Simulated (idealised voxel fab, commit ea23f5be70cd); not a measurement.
Herein follows the process module entitled voxel double patterning.
170 nm wide, 5 nm square cells: that's cross-section cut.
Cross-sections here: square-cell grids, written as top-down lists of bands, a band being one or more rows of cells.
What a band's entry tells you: where the top is and where the bottom is, as heights in nm, and after that what lies inside, material by material from left to right, each with its width in nm. Empty space is written as the word "empty", and a single material marked with the word "everywhere" occupies the band from edge to edge.
Where do heights start? At 0: under that level the wafer as delivered is made of one material only. And the lowest band has no floor; it just carries on downward, as in "0 -> down".
Think of "30..40" as a width that walks from the first number to the second as you go down the band, top row to bottom row, taking equal-sized steps from row to row.
It should be understood that the words "no modifications", when stated for a given step, signify that the cross-section underwent no change in any of its cells during that step.
In "Closed void table" the enclosed voids are listed, meaning empty spaces of 8 cells or larger without any opening to the top. The form is width x height at distance, distance from the left edge, units nm.
Past the settings on a step's line: simulator remark, on that step.
"overlay nm" answers the question of how far to the right of plan the mask lay on a step that has a mask, and when it is negative the answer is to the left.
Steps planned for the process
1. RECEIVE [material Si]
2. CONFORMAL_DEP [material SiN] [thk nm 10]
3. DIRECTIONAL_DEP [material SiO2] [thk nm 10]
4. DIRECTIONAL_DEP [material SiCN] [thk nm 5]
5. MASKED_ETCH [tone open] [mask id FIRST] [width nm 15] [pitch nm 50] [etch materials SiCN] [depth nm 5] [overlay nm 0]
6. PATTERN [tone open] [mask id SECOND] [material resist] [width nm 15] [thk nm 20] [overlay nm 0]
7. DIRECTIONAL_ETCH [etch materials SiCN] [depth nm 5]
8. STRIP [etch materials resist]
9. DIRECTIONAL_ETCH [etch materials SiO2] [depth nm 10]
10. STRIP [etch materials SiCN]
So this is the incoming wafer in cross-section - it's already been through step 1
0 -> down | Si everywhere
Closed void table: none
Starting structure and process plan are as shown above, but one mistake was made in running the module; the wafer cross-section at the end of the module follows
20 -> 10 | 50 of SiO2; 15 of empty; 5 of SiO2; 25 of empty; 5 of SiO2; 15 of empty; 55 of SiO2
10 -> 0 | SiN everywhere
0 -> down | Si everywhere
Closed void table: none
Finding, execution versus plan: the process deviated at step 6: the operation and settings actually run there were PATTERN [tone open] [mask id SECOND] [material resist] [width nm 25] [thk nm 20] [overlay nm 0]
